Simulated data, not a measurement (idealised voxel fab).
Herein follows the process module entitled voxel air gaps.
Cross-sectional view cut (width: 195 nm; square cell size: 5 nm).
The cross-sections in this document take the form of a grid made of square cells. They are written out as bands, in order from top to bottom. Each band consists of one or more rows of cells.
Read a band's entry like this: the first values are the height of its top and the height of its bottom in nm, and what follows is the sequence of materials from left to right, each with its width in nm. Note that "blank" is empty space, and that a single material marked "everywhere" reaches across the band from edge to edge.
Note: height 0 marks the level under which the wafer is uniformly one material as received. Lowest band unbounded below, written "z 0 and below".
The notation "30..40" denotes a width that varies across the rows of cells in the band, beginning at the first number in the top row, finishing at the second number in the bottom row, and changing by an identical amount from each row to the next.
You'll sometimes find "nothing altered" written for a step, and that's the way of saying that nowhere in the cross-section did a cell change during that step.
"Sealed internal voids": sealed empty spaces, 8 cells or more, no open way to top, listed width x height at distance, with distance from the left edge and width, height and distance in nm.
Where a step's line continues beyond its settings, the continuation is a remark by the simulator itself on that step.
The line of a step may include "overlay nm". On a step with a mask, this value is how far to the right of its planned place the mask lay. A negative value means the mask lay to the left.
These are the steps we planned for the process:
1,op RECEIVE | material Si
2,op CONFORMAL_DEP | material SiO2 | thk nm 10
3,op CONFORMAL_DEP | material SiN | thk nm 5
4,op DIRECTIONAL_DEP | material lowk | thk nm 35
5,op DIRECTIONAL_DEP | material aC | thk nm 15
6,op PATTERN | tone open | mask id LINES | material resist | width nm 15 | pitch nm 45 | thk nm 30 | overlay nm 0
7,op DIRECTIONAL_ETCH | etch materials aC | depth nm 15
8,op STRIP | etch materials resist
9,op DIRECTIONAL_ETCH | etch materials lowk | depth nm 35
10,op STRIP | etch materials aC
11,op CONFORMAL_DEP | material TiN | thk nm 5
12,op FILL_DEP | material Cu | thk nm 5
13,op CMP | height nm 50
14,op EPI | material Ru | thk nm 10
15,op SELECTIVE_ETCH | etch materials lowk | depth nm 45
16,op CONFORMAL_DEP | material SiN | thk nm 5
First of two wafers, processed according to plan:
Cross-section, incoming material, after step 1:
  z 0 and below | Si everywhere
  Sealed internal voids: none
Cross-sectional representation of the wafer at the conclusion of step 2:
  z 10 to 0 | SiO2 everywhere
  Note: structure below 0 unchanged.
Cross-sectional representation of the wafer at the conclusion of step 3:
  z 15 to 10 | SiN everywhere
  Note: structure below 10 unchanged.
Cross-sectional representation of the wafer at the conclusion of step 4:
  z 50 to 15 | lowk everywhere
  Note: structure below 15 unchanged.
Cross-sectional representation of the wafer at the conclusion of step 5:
  z 65 to 50 | aC everywhere
  Note: structure below 50 unchanged.
Cross-sectional representation of the wafer at the conclusion of step 6:
  z 95 to 65 | resist: 45, blank: 15, resist: 30, blank: 15, resist: 30, blank: 15, resist: 45
  Note: structure below 65 unchanged.
Cross-sectional representation of the wafer at the conclusion of step 7:
  z 80 to 65 | resist: 45, blank: 15, resist: 30, blank: 15, resist: 30, blank: 15, resist: 45
  z 65 to 50 | aC: 45, blank: 15, aC: 30, blank: 15, aC: 30, blank: 15, aC: 45
  Note: structure below 50 unchanged.
Cross-sectional representation of the wafer at the conclusion of step 8:
  z 65 to 50 | aC: 45, blank: 15, aC: 30, blank: 15, aC: 30, blank: 15, aC: 45
  Note: structure below 50 unchanged.
Cross-sectional representation of the wafer at the conclusion of step 9:
  z 65 to 50 | aC: 45, blank: 15, aC: 30, blank: 15, aC: 30, blank: 15, aC: 45
  z 50 to 15 | lowk: 45, blank: 15, lowk: 30, blank: 15, lowk: 30, blank: 15, lowk: 45
  Note: structure below 15 unchanged.
Cross-sectional representation of the wafer at the conclusion of step 10:
  z 50 to 15 | lowk: 45, blank: 15, lowk: 30, blank: 15, lowk: 30, blank: 15, lowk: 45
  Note: structure below 15 unchanged.
Cross-sectional representation of the wafer at the conclusion of step 11:
  z 55 to 50 | TiN: 50, blank: 5, TiN: 40, blank: 5, TiN: 40, blank: 5, TiN: 50
  z 50 to 20 | lowk: 45, TiN: 5, blank: 5, TiN: 5, lowk: 30, TiN: 5, blank: 5, TiN: 5, lowk: 30, TiN: 5, blank: 5, TiN: 5, lowk: 45
  z 20 to 15 | lowk: 45, TiN: 15, lowk: 30, TiN: 15, lowk: 30, TiN: 15, lowk: 45
  Note: structure below 15 unchanged.
Cross-sectional representation of the wafer at the conclusion of step 12:
  z 60 to 55 | Cu everywhere
  z 55 to 50 | TiN: 50, Cu: 5, TiN: 40, Cu: 5, TiN: 40, Cu: 5, TiN: 50
  z 50 to 20 | lowk: 45, TiN: 5, Cu: 5, TiN: 5, lowk: 30, TiN: 5, Cu: 5, TiN: 5, lowk: 30, TiN: 5, Cu: 5, TiN: 5, lowk: 45
  Note: structure below 20 unchanged.
Cross-sectional representation of the wafer at the conclusion of step 13:
  z 50 to 20 | lowk: 45, TiN: 5, Cu: 5, TiN: 5, lowk: 30, TiN: 5, Cu: 5, TiN: 5, lowk: 30, TiN: 5, Cu: 5, TiN: 5, lowk: 45
  Note: structure below 20 unchanged.
Cross-sectional representation of the wafer at the conclusion of step 14:
  z 60 to 50 | blank: 35, Ru: 35, blank: 10, Ru: 35, blank: 10, Ru: 35, blank: 35
  Note: structure below 50 unchanged.
Cross-sectional representation of the wafer at the conclusion of step 15:
  z 60 to 50 | blank: 35, Ru: 35, blank: 10, Ru: 35, blank: 10, Ru: 35, blank: 35
  z 50 to 20 | blank: 45, TiN: 5, Cu: 5, TiN: 5, blank: 30, TiN: 5, Cu: 5, TiN: 5, blank: 30, TiN: 5, Cu: 5, TiN: 5, blank: 45
  z 20 to 15 | blank: 45, TiN: 15, blank: 30, TiN: 15, blank: 30, TiN: 15, blank: 45
  Note: structure below 15 unchanged.
Cross-sectional representation of the wafer at the conclusion of step 16:
  z 65 to 60 | blank: 30, SiN: 135, blank: 30
  z 60 to 50 | blank: 30, SiN: 5, Ru: 35, SiN: 10, Ru: 35, SiN: 10, Ru: 35, SiN: 5, blank: 30
  z 50 to 45 | blank: 30, SiN: 15, TiN: 5, Cu: 5, TiN: 5, SiN: 30, TiN: 5, Cu: 5, TiN: 5, SiN: 30, TiN: 5, Cu: 5, TiN: 5, SiN: 15, blank: 30
  z 45 to 20 | blank: 40, SiN: 5, TiN: 5, Cu: 5, TiN: 5, SiN: 5, blank: 20, SiN: 5, TiN: 5, Cu: 5, TiN: 5, SiN: 5, blank: 20, SiN: 5, TiN: 5, Cu: 5, TiN: 5, SiN: 5, blank: 40
  z 20 to 15 | SiN: 45, TiN: 15, SiN: 30, TiN: 15, SiN: 30, TiN: 15, SiN: 45
  Note: structure below 15 unchanged.
  Sealed internal voids: 20 x 25 at 65; 20 x 25 at 110
Second Wafer (Identical Start and Plan, One Processing Error; Matches First Wafer Through Step 2):
Second wafer, sectioned view, at step 3's planned end time:
  z 45 to 10 | lowk everywhere
  Note: structure below 10 unchanged.
Second wafer, sectioned view, at step 4's planned end time:
  z 50 to 45 | SiN everywhere
  Note: structure below 45 unchanged.
Second wafer, sectioned view, at step 5's planned end time:
  z 65 to 50 | aC everywhere
  Note: structure below 50 unchanged.
Second wafer, sectioned view, at step 6's planned end time:
  z 95 to 65 | resist: 45, blank: 15, resist: 30, blank: 15, resist: 30, blank: 15, resist: 45
  Note: structure below 65 unchanged.
Second wafer, sectioned view, at step 7's planned end time:
  z 80 to 65 | resist: 45, blank: 15, resist: 30, blank: 15, resist: 30, blank: 15, resist: 45
  z 65 to 50 | aC: 45, blank: 15, aC: 30, blank: 15, aC: 30, blank: 15, aC: 45
  Note: structure below 50 unchanged.
Second wafer, sectioned view, at step 8's planned end time:
  z 65 to 50 | aC: 45, blank: 15, aC: 30, blank: 15, aC: 30, blank: 15, aC: 45
  Note: structure below 50 unchanged.
Second wafer, sectioned view, at step 9's planned end time: nothing altered
Second wafer, sectioned view, at step 10's planned end time:
  z 50 to 45 | SiN everywhere
  Note: structure below 45 unchanged.
Second wafer, sectioned view, at step 11's planned end time:
  z 55 to 50 | TiN everywhere
  Note: structure below 50 unchanged.
Second wafer, sectioned view, at step 12's planned end time:
  z 60 to 55 | Cu everywhere
  Note: structure below 55 unchanged.
Second wafer, sectioned view, at step 13's planned end time:
  z 50 to 45 | SiN everywhere
  Note: structure below 45 unchanged.
Second wafer, sectioned view, at step 14's planned end time: nothing altered
Second wafer, sectioned view, at step 15's planned end time: nothing altered
Second wafer, sectioned view, at step 16's planned end time:
  z 55 to 45 | SiN everywhere
  Note: structure below 45 unchanged.
Which mistake was made when the wafer was run? order of steps 3 and 4 inverted relative to the plan
Wrapping up, a cell-based count of both wafers puts the second over or under the first for these materials: 18 fewer of Cu; 42 fewer of Ru; 78 fewer of SiN; 45 fewer of TiN; 273 more of lowk
At process end, closed voids number 2 in the first wafer and 0 in the second wafer.
